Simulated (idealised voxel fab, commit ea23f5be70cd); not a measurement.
Title: Process Module voxel ribs on slabs
Square cell edge 5 nm, section width 140 nm, ID cut.
Heads up, the way a cross-section reads in here is a grid of square cells, handed over as bands from the top down, with every band being one or more rows of cells.
What a band's entry tells you: where the top is and where the bottom is, as heights in nm, and after that what lies inside, material by material from left to right, each with its width in nm. Empty space is written as the word "air", and a single material marked with the word "full width" occupies the band from edge to edge.
Note: height 0 marks the level under which the wafer is uniformly one material as received. Lowest band unbounded below, written "z 0 and below".
Think of "30->40" as a width that walks from the first number to the second as you go down the band, top row to bottom row, taking equal-sized steps from row to row.
What does "identical to before" mean for a step? It means no cell of the cross-section changed in that step.
"Fully enclosed voids" - sealed voids, min. 8 cells, no opening to top; format: width x height at distance (distance from left edge; nm throughout).
Whatever follows a step's settings on its line is a remark the simulator itself makes about that step.
overlay nm, on a step with a mask: how far to the right of its planned place the mask lay; to the left if negative
[List of planned process steps]
1. RECEIVE: material Si
2. DIRECTIONAL_DEP: material SiO2, thk nm 20
3. DIRECTIONAL_DEP: material polySi, thk nm 25
4. PATTERN: tone cover, mask id RIB, material resist, width nm 30, thk nm 15, overlay nm 0
5. DIRECTIONAL_ETCH: etch materials polySi, depth nm 10
6. STRIP: etch materials resist
7. DIRECTIONAL_DEP: material aC, thk nm 15
8. PATTERN: tone cover, mask id SLAB, material resist, width nm 90, thk nm 30, overlay nm -10
9. DIRECTIONAL_ETCH: etch materials aC, depth nm 15
10. STRIP: etch materials resist
11. DIRECTIONAL_ETCH: etch materials polySi, depth nm 15
12. STRIP: etch materials aC
13. FILL_DEP: material SiO2, thk nm 25
14. CMP: height nm 60
15. DIRECTIONAL_DEP: material W, thk nm 10
16. MASKED_ETCH: tone cover, mask id HEATER, width nm 40, etch materials W, depth nm 10, overlay nm 0
17. CONFORMAL_DEP: material SiN, thk nm 10
Where the wafers of this document differ is in the overlay nm of step 8; they start out the same, and the plan states the value that applied to the first wafer.
[Cross-section: the first of several wafers in its as-received state, i.e. following step 1]
	z 0 and below = Si full width
	Fully enclosed voids: none
[The first of several wafers, seen in cross-section after the module's last step, step 17]
	z 80 to 70 = 40 air / 60 SiN / 40 air
	z 70 to 60 = 50 SiN / 40 W / 50 SiN
	z 60 to 45 = SiO2 full width
	z 45 to 35 = 55 SiO2 / 30 polySi / 55 SiO2
	z 35 to 20 = 15 SiO2 / 90 polySi / 35 SiO2
	z 20 to 0 = SiO2 full width
	z 0 and below = Si full width
	Fully enclosed voids: none
[Cross-sectional view, end of module, last wafer of several]
	z 80 to 70 = 40 air / 60 SiN / 40 air
	z 70 to 60 = 50 SiN / 40 W / 50 SiN
	z 60 to 45 = SiO2 full width
	z 45 to 35 = 55 SiO2 / 30 polySi / 55 SiO2
	z 35 to 20 = 35 SiO2 / 90 polySi / 15 SiO2
	z 20 to 0 = SiO2 full width
	z 0 and below = Si full width
	Fully enclosed voids: none
[Every row in this table is a wafer at the end of the module, and it gives, for each of the materials, the cells that wafer has gained (+) or lost (-) since it was received, then its closed voids]
overlay nm -10; +64 SiN; +270 SiO2; +16 W; +66 polySi; Fully enclosed voids: none
overlay nm -5; +64 SiN; +270 SiO2; +16 W; +66 polySi; Fully enclosed voids: none
overlay nm 0; +64 SiN; +270 SiO2; +16 W; +66 polySi; Fully enclosed voids: none
overlay nm 5; +64 SiN; +270 SiO2; +16 W; +66 polySi; Fully enclosed voids: none
overlay nm 10; +64 SiN; +270 SiO2; +16 W; +66 polySi; Fully enclosed voids: none
